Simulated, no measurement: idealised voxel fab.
Documented hereafter: the process module known as voxel self aligned contacts.
The cross-section shown here is cut; it is 300 nm wide and divided into square cells measuring 5 nm on a side.
Each cross-section below is a grid of square cells, stated as bands in top-down order, with one or more rows of cells making up each band.
The entry gives the band's vertical extent as a top height and a bottom height in nm, then its horizontal make-up as materials from left to right, each with a width in nm. "blank" stands for empty space; a single material marked "all across" fills the band edge to edge.
Heights are expressed relative to 0, this being the level below which the as-received wafer comprises one material exclusively. The lowest band is unbounded in the downward direction and is denoted as in "0..down".
The notation "30..40" denotes a width that varies across the rows of cells in the band, beginning at the first number in the top row, finishing at the second number in the bottom row, and changing by an identical amount from each row to the next.
You'll sometimes find "nothing changed" written for a step, and that's the way of saying that nowhere in the cross-section did a cell change during that step.
"Enclosed internal voids" enumerates empty spaces isolated from the top, with no open way to it, that contain at least 8 cells, giving each as width x height at distance from the left edge, all three in nm.
Text after the settings on a step's line: the simulator's own remark on that step.
overlay nm: right-of-plan distance of the mask on a masked step; negative values mean left-of-plan.
Read each pair as before and after one process step. The after cross-section shows only down to the lowest band that changed. The step between them and its settings are given below the pair. Pairs can come from different runs of this module on the same starting wafer. A pair continues from the pair above only where its "Pre-step geometry" entry says so.
Pre-step geometry
  100..70  blank 95 nm  resist 45 nm  blank 15 nm  resist 45 nm  blank 100 nm
  70..55  aC all across
  55..50  SiO2 all across
  50..30  SiO2 65 nm  SiN 45 nm  SiO2 15 nm  SiN 45 nm  SiO2 15 nm  SiN 45 nm  SiO2 70 nm
  30..0  SiO2 65 nm  SiN 10 nm  polySi 25 nm  SiN 10 nm  SiO2 15 nm  SiN 10 nm  polySi 25 nm  SiN 10 nm  SiO2 15 nm  SiN 10 nm  polySi 25 nm  SiN 10 nm  SiO2 70 nm
  0..-5  SiO2 all across
  -5..down  Si all across
  Enclosed internal voids: none
After the Step
  85..70  blank 95 nm  resist 45 nm  blank 15 nm  resist 45 nm  blank 100 nm
  70..55  blank 95 nm  aC 45 nm  blank 15 nm  aC 45 nm  blank 100 nm
  At heights below 55, the structure remains unaltered.
  Enclosed internal voids: none
the step between: op DIRECTIONAL_ETCH | etch materials aC | depth nm 15
Pre-step geometry: starting point is the after cross-section of the pair just above.
After the Step
  70..55  blank 95 nm  aC 45 nm  blank 15 nm  aC 45 nm  blank 100 nm
  At heights below 55, the structure remains unaltered.
  Enclosed internal voids: none
the step between: op STRIP | etch materials resist
Pre-step geometry: starting point is the after cross-section of the pair just above.
After the Step
  70..55  blank 95 nm  aC 45 nm  blank 15 nm  aC 45 nm  blank 100 nm
  55..50  blank 95 nm  SiO2 45 nm  blank 15 nm  SiO2 45 nm  blank 100 nm
  50..30  blank 65 nm  SiN 45 nm  SiO2 15 nm  SiN 45 nm  SiO2 15 nm  SiN 45 nm  blank 70 nm
  30..0  blank 65 nm  SiN 10 nm  polySi 25 nm  SiN 10 nm  SiO2 15 nm  SiN 10 nm  polySi 25 nm  SiN 10 nm  SiO2 15 nm  SiN 10 nm  polySi 25 nm  SiN 10 nm  blank 70 nm
  0..-5  blank 65 nm  SiO2 165 nm  blank 70 nm
  At heights below -5, the structure remains unaltered.
  Enclosed internal voids: none
the step between: op DIRECTIONAL_ETCH | etch materials SiO2 | depth nm 60
Pre-step geometry: starting point is the after cross-section of the pair just above.
After the Step
  55..50  blank 95 nm  SiO2 45 nm  blank 15 nm  SiO2 45 nm  blank 100 nm
  At heights below 50, the structure remains unaltered.
  Enclosed internal voids: none
the step between: op STRIP | etch materials aC
Pre-step geometry: starting point is the after cross-section of the pair just above.
After the Step
  60..55  blank 90 nm  TiN 55 nm  blank 5 nm  TiN 55 nm  blank 95 nm
  55..50  blank 60 nm  TiN 35 nm  SiO2 45 nm  TiN 15 nm  SiO2 45 nm  TiN 35 nm  blank 65 nm
  50..30  blank 60 nm  TiN 5 nm  SiN 45 nm  SiO2 15 nm  SiN 45 nm  SiO2 15 nm  SiN 45 nm  TiN 5 nm  blank 65 nm
  30..0  blank 60 nm  TiN 5 nm  SiN 10 nm  polySi 25 nm  SiN 10 nm  SiO2 15 nm  SiN 10 nm  polySi 25 nm  SiN 10 nm  SiO2 15 nm  SiN 10 nm  polySi 25 nm  SiN 10 nm  TiN 5 nm  blank 65 nm
  0..-5  TiN 65 nm  SiO2 165 nm  TiN 70 nm
  At heights below -5, the structure remains unaltered.
  Enclosed internal voids: none
the step between: op CONFORMAL_DEP | material TiN | thk nm 5
Pre-step geometry: starting point is the after cross-section of the pair just above.
After the Step
  65..60  W all across
  60..55  W 90 nm  TiN 55 nm  W 5 nm  TiN 55 nm  W 95 nm
  55..50  W 60 nm  TiN 35 nm  SiO2 45 nm  TiN 15 nm  SiO2 45 nm  TiN 35 nm  W 65 nm
  50..30  W 60 nm  TiN 5 nm  SiN 45 nm  SiO2 15 nm  SiN 45 nm  SiO2 15 nm  SiN 45 nm  TiN 5 nm  W 65 nm
  30..0  W 60 nm  TiN 5 nm  SiN 10 nm  polySi 25 nm  SiN 10 nm  SiO2 15 nm  SiN 10 nm  polySi 25 nm  SiN 10 nm  SiO2 15 nm  SiN 10 nm  polySi 25 nm  SiN 10 nm  TiN 5 nm  W 65 nm
  At heights below 0, the structure remains unaltered.
  Enclosed internal voids: none
the step between: op FILL_DEP | material W | thk nm 5
Pre-step geometry: starting point is the after cross-section of the pair just above.
After the Step
  55..50  W 60 nm  TiN 35 nm  SiO2 45 nm  TiN 15 nm  SiO2 45 nm  TiN 35 nm  W 65 nm
  At heights below 50, the structure remains unaltered.
  Enclosed internal voids: none
the step between: op CMP | height nm 55
Pre-step geometry: starting point is the after cross-section of the pair just above.
After the Step
  60..55  SiCN all across
  At heights below 55, the structure remains unaltered.
  Enclosed internal voids: none
the step between: op CONFORMAL_DEP | material SiCN | thk nm 5
